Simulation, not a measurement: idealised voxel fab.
The following is a process module called voxel self aligned contacts.
The cross-section on display is named cut; it measures 210 nm wide, and its cells are 5 nm squares.
Cross-section spec: square-cell grid; bands listed top down; each band is one or more rows. What a band's entry tells you: where the top is and where the bottom is, as heights in nm, and after that what lies inside, material by material from left to right, each with its width in nm. Empty space is written as the word "air", and a single material marked with the word "full width" occupies the band from edge to edge. Beneath 0, the wafer as received is one material, and that level is where height counting begins. The lowest band goes on downward without a bottom; it is written like "0 nm and below". A two-number width, for instance "30..40", indicates that the width is equal to the first number in the top row of the band and to the second number in the bottom row, and that it changes by a constant amount per row of cells. "changes: none", as given for a step, is the statement that not any cell of the cross-section underwent a change during that step. If an empty space has no open way to the top and is at least 8 cells in size, "Closed void catalog" lists it, written width x height at distance, where distance is measured from the left edge and every value is in nm. It should be noted that, on the line of a given step, the content following the step's settings is a remark produced by the simulator itself with respect to that step. overlay nm: how far to the right of its planned place the mask lay on this masked step (negative: to the left).
**Planned process steps**
- 1: RECEIVE: material Si
- 2: CONFORMAL_DEP: material SiO2, thk nm 5
- 3: DIRECTIONAL_DEP: material polySi, thk nm 20
- 4: DIRECTIONAL_DEP: material SiN, thk nm 15
- 5: DIRECTIONAL_DEP: material aC, thk nm 10
- 6: PATTERN: tone cover, mask id GATE, material resist, width nm 35, pitch nm 60, thk nm 25, overlay nm 0
- 7: DIRECTIONAL_ETCH: etch materials aC, depth nm 10
- 8: STRIP: etch materials resist
- 9: DIRECTIONAL_ETCH: etch materials SiN, depth nm 15
- 10: DIRECTIONAL_ETCH: etch materials polySi, depth nm 20
- 11: STRIP: etch materials aC
- 12: CONFORMAL_DEP: material SiN, thk nm 5
- 13: DIRECTIONAL_ETCH: etch materials SiN, depth nm 5
- 14: FILL_DEP: material SiO2, thk nm 10
- 15: CMP: height nm 45
- 16: PATTERN: tone open, mask id CONTACT, material resist, width nm 35, thk nm 15, overlay nm 0
- 17: DIRECTIONAL_ETCH: etch materials SiO2, depth nm 45
- 18: STRIP: etch materials resist
- 19: CONFORMAL_DEP: material TiN, thk nm 5
- 20: FILL_DEP: material W, thk nm 10
- 21: CMP: height nm 45
- 22: CONFORMAL_DEP: material SiCN, thk nm 5
Across this set of wafers, the varied parameter is the thk nm of step 12. Starting conditions are identical for every wafer, and the plan reports the value assigned to the first wafer.
**This is how the first of several wafers looked in cross-section when it arrived, which is after step 1**
* 0 nm and below | Si full width
* Closed void catalog: none
**Heads up, this table goes wafer by wafer. A row tells you, at the end of the module, how many cells of each material that wafer has put on (+) or dropped (-) since it was received, and then its closed voids**
thk nm 5; +42 SiCN; +70 SiN; +221 SiO2; +23 TiN; +8 W; +56 polySi; Closed void catalog: none
thk nm 10; +42 SiCN; +140 SiN; +175 SiO2; +7 TiN; +56 polySi; Closed void catalog: none
thk nm 15; +42 SiCN; +178 SiN; +144 SiO2; +56 polySi; Closed void catalog: none
thk nm 20; +42 SiCN; +205 SiN; +117 SiO2; +56 polySi; Closed void catalog: none
